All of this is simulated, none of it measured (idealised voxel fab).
A process module follows: voxel released beams.
cross-section cut | 290 nm wide | cells 5 nm
A cross-section is written here as square cells arranged in a grid, and it is given in bands from the top down, each band taking up one or more rows of cells.
First you get the band's top height and its bottom height, in nm, and then the materials it's made of, left to right, with each width in nm. If you see a single material with "full width", that one covers the band edge to edge. "air" is empty space.
Counting heights begins at 0, where everything beneath is, in the wafer as received, one material. The lowest band has no bottom; it goes on downwards, as "z 0 and below" shows.
When a width is written as two numbers, as in "30->40", the first number is the width in the top row of cells of the band and the second is the width in its bottom row, and the width changes by the same amount from each row to the next.
"all unchanged" -> step changed no cross-section cell.
In the "Fully sealed cavities" entry, you get each enclosed empty space of 8 cells or more, one with no open way to the top, written width x height at distance, distance from the left edge, in nm.
The remark found on a step's line after its settings is issued by the simulator itself and pertains to that step.
The line of a step may include "overlay nm". On a step with a mask, this value is how far to the right of its planned place the mask lay. A negative value means the mask lay to the left.
## The steps planned for the process are as follows
1 RECEIVE [material Si]
2 CONFORMAL_DEP [material SiN] [thk nm 10]
3 DIRECTIONAL_DEP [material SiO2] [thk nm 10]
4 MASKED_ETCH [tone open] [mask id ANCHOR] [width nm 45] [etch materials SiO2] [depth nm 10] [overlay nm 0]
5 CONFORMAL_DEP [material polySi] [thk nm 15]
6 MASKED_ETCH [tone cover] [mask id BEAM] [width nm 90] [etch materials polySi] [depth nm 15] [overlay nm 0]
7 STRIP [etch materials SiO2]
## The first of two wafers, run as planned
## The cross-section here shows the wafer as received, i.e. in its state after step 1
z 0 and below = Si full width
Fully sealed cavities: none
## after step 2
z 10 to 0 = SiN full width
Everything under 0 stays put, no change at all.
## after step 3
z 20 to 10 = SiO2 full width
Everything under 10 stays put, no change at all.
## after step 4
z 20 to 10 = SiO2=100 / air=45 / SiO2=145
Everything under 10 stays put, no change at all.
## after step 5
z 35 to 25 = polySi=115 / air=15 / polySi=160
z 25 to 20 = polySi full width
z 20 to 10 = SiO2=100 / polySi=45 / SiO2=145
Everything under 10 stays put, no change at all.
## after step 6
z 35 to 25 = air=95 / polySi=20 / air=15 / polySi=55 / air=105
z 25 to 20 = air=95 / polySi=90 / air=105
Everything under 20 stays put, no change at all.
## after step 7
z 35 to 25 = air=95 / polySi=20 / air=15 / polySi=55 / air=105
z 25 to 20 = air=95 / polySi=90 / air=105
z 20 to 10 = air=100 / polySi=45 / air=145
Everything under 10 stays put, no change at all.
## Notes, second wafer: start = first wafer's, plan = first wafer's, execution had one mistake; history identical to first through step 3
## Cross-section of the second wafer at the time by which step 4 should have been completed according to the plan
z 20 to 10 = air=100 / SiO2=45 / air=145
Everything under 10 stays put, no change at all.
## Cross-section of the second wafer at the time by which step 5 should have been completed according to the plan
z 35 to 25 = air=85 / polySi=75 / air=130
z 25 to 20 = polySi full width
z 20 to 10 = polySi=100 / SiO2=45 / polySi=145
Everything under 10 stays put, no change at all.
## Cross-section of the second wafer at the time by which step 6 should have been completed according to the plan
z 35 to 25 = air=95 / polySi=65 / air=130
z 25 to 20 = air=95 / polySi=90 / air=105
z 20 to 10 = air=85 / polySi=15 / SiO2=45 / polySi=40 / air=105
Everything under 10 stays put, no change at all.
Cross-section of the second wafer at the time by which step 7 should have been completed according to the plan: all unchanged
Misprocessing identified: the process deviated at step 4: the operation and settings actually run there were MASKED_ETCH [tone cover] [mask id ANCHOR] [width nm 45] [etch materials SiO2] [depth nm 10] [overlay nm 0]
Cell-count delta at end, second wafer over first, by material: SiO2 +18
